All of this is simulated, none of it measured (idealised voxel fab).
process module | voxel wiring stack
cross-section cut | 265 nm wide | cells 5 nm
A cross-section is a grid of square cells, given in bands from the top down. A band is one or more rows of cells.
Each band's line starts with the height of the band's top and of its bottom, in nm. Then come its materials from left to right, each with its width in nm. One material with "throughout" fills the band from edge to edge. "air" is empty space.
Height 0 is the level under which the wafer as received is all one material. The lowest band goes on downwards, as in "0 down".
A width such as "30 to 40" changes by the same amount from each row of cells to the next, from the band's top row to its bottom row.
"no change" after a step means that no cell of the cross-section changed.
closed voids: empty space of 8 cells or more with no open way to the top, each as width x height at its distance from the left edge, in nm
after a step's settings: what the simulator itself notes on the step
overlay nm, on a step with a mask: how far to the right of its planned place the mask lay; to the left if negative
plan
1 op RECEIVE | material Si
2 op CONFORMAL_DEP | material SiO2 | thk nm 15
3 op DIRECTIONAL_DEP | material TiN | thk nm 5
4 op DIRECTIONAL_DEP | material Ru | thk nm 25
5 op MASKED_ETCH | tone cover | mask id METAL_1 | width nm 20 | pitch nm 35 | etch materials Ru | depth nm 25 | overlay nm 0
6 op MASKED_ETCH | tone cover | mask id METAL_1 | width nm 20 | pitch nm 35 | etch materials TiN | depth nm 5 | overlay nm 0
7 op CONFORMAL_DEP | material SiCN | thk nm 5
8 op FILL_DEP | material lowk | thk nm 5
9 op CMP | height nm 45
10 op CONFORMAL_DEP | material SiCN | thk nm 5
11 op DIRECTIONAL_DEP | material SiO2 | thk nm 30
12 op MASKED_ETCH | tone open | mask id METAL_2 | width nm 20 | pitch nm 35 | etch materials SiO2 | depth nm 15 | overlay nm 0
13 op DIRECTIONAL_DEP | material aC | thk nm 10
14 op PATTERN | tone open | mask id METAL_2_HOLES | material resist | width nm 15 | pitch nm 70 | thk nm 25 | overlay nm 0
15 op DIRECTIONAL_ETCH | etch materials aC | depth nm 10
16 op STRIP | etch materials resist
17 op DIRECTIONAL_ETCH | etch materials SiO2 | depth nm 15
18 op DIRECTIONAL_ETCH | etch materials SiCN | depth nm 5
19 op STRIP | etch materials aC
20 op CONFORMAL_DEP | material TiN | thk nm 5
21 op FILL_DEP | material Ru | thk nm 10
22 op CMP | height nm 80
23 op CONFORMAL_DEP | material SiCN | thk nm 5
24 op DIRECTIONAL_DEP | material lowk | thk nm 15
25 op MASKED_ETCH | tone open | mask id PLUG_2 | width nm 15 | pitch nm 35 | etch materials lowk | depth nm 15 | overlay nm 0
26 op MASKED_ETCH | tone open | mask id PLUG_2 | width nm 15 | pitch nm 35 | etch materials SiCN | depth nm 5 | overlay nm 0
27 op CONFORMAL_DEP | material TiN | thk nm 5
28 op FILL_DEP | material Cu | thk nm 10
29 op CMP | height nm 100
30 op DIRECTIONAL_DEP | material TiN | thk nm 5
31 op DIRECTIONAL_DEP | material W | thk nm 15
32 op DIRECTIONAL_DEP | material aC | thk nm 15
33 op PATTERN | tone cover | mask id METAL_3 | material resist | width nm 20 | pitch nm 35 | thk nm 35 | overlay nm 0
34 op DIRECTIONAL_ETCH | etch materials aC | depth nm 15
35 op STRIP | etch materials resist
36 op DIRECTIONAL_ETCH | etch materials W | depth nm 15
37 op DIRECTIONAL_ETCH | etch materials TiN | depth nm 5
38 op STRIP | etch materials aC
39 op CONFORMAL_DEP | material SiCN | thk nm 5
40 op FILL_DEP | material SiO2 | thk nm 10
41 op CMP | height nm 120
42 op CONFORMAL_DEP | material SiN | thk nm 5
as received, after step 1
  0 down: Si throughout
  closed voids: none
a wafer at the end: this start, this plan, one mistake
  125 to 120: SiN throughout
  120 to 105: SiO2 80 | SiCN 5 | W 20 | SiCN 5 | SiO2 5 | SiCN 5 | W 20 | SiCN 5 | SiO2 5 | SiCN 5 | W 20 | SiCN 5 | SiO2 85
  105 to 95: SiCN 85 | TiN 20 to 15 | SiCN 15 to 20 | TiN 20 to 15 | SiCN 15 to 20 | TiN 20 to 15 | SiCN 90 to 95
  95 to 80: lowk throughout
  80 to 70: SiO2 85 | TiN 5 | Ru 10 | TiN 5 | SiO2 15 | TiN 5 | Ru 10 | TiN 5 | SiO2 15 | TiN 5 | Ru 10 | TiN 5 | SiO2 90
  70 to 65: SiO2 85 | TiN 5 | Ru 5 | TiN 10 | SiO2 15 | TiN 20 | SiO2 15 | TiN 5 | Ru 5 | TiN 10 | SiO2 90
  65 to 50: SiO2 85 | TiN 5 | Ru 5 | TiN 5 | SiO2 55 | TiN 5 | Ru 5 | TiN 5 | SiO2 95
  50 to 45: SiCN 85 | TiN 15 | SiCN 55 | TiN 15 | SiCN 95
  45 to 20: lowk 80 | SiCN 5 | Ru 20 | SiCN 5 | lowk 5 | SiCN 5 | Ru 20 | SiCN 5 | lowk 5 | SiCN 5 | Ru 20 | SiCN 5 | lowk 85
  20 to 15: SiCN 85 | TiN 20 | SiCN 15 | TiN 20 | SiCN 15 | TiN 20 | SiCN 90
  15 to 0: SiO2 throughout
  0 down: Si throughout
  closed voids: none
what went wrong: steps 23 and 24 were swapped
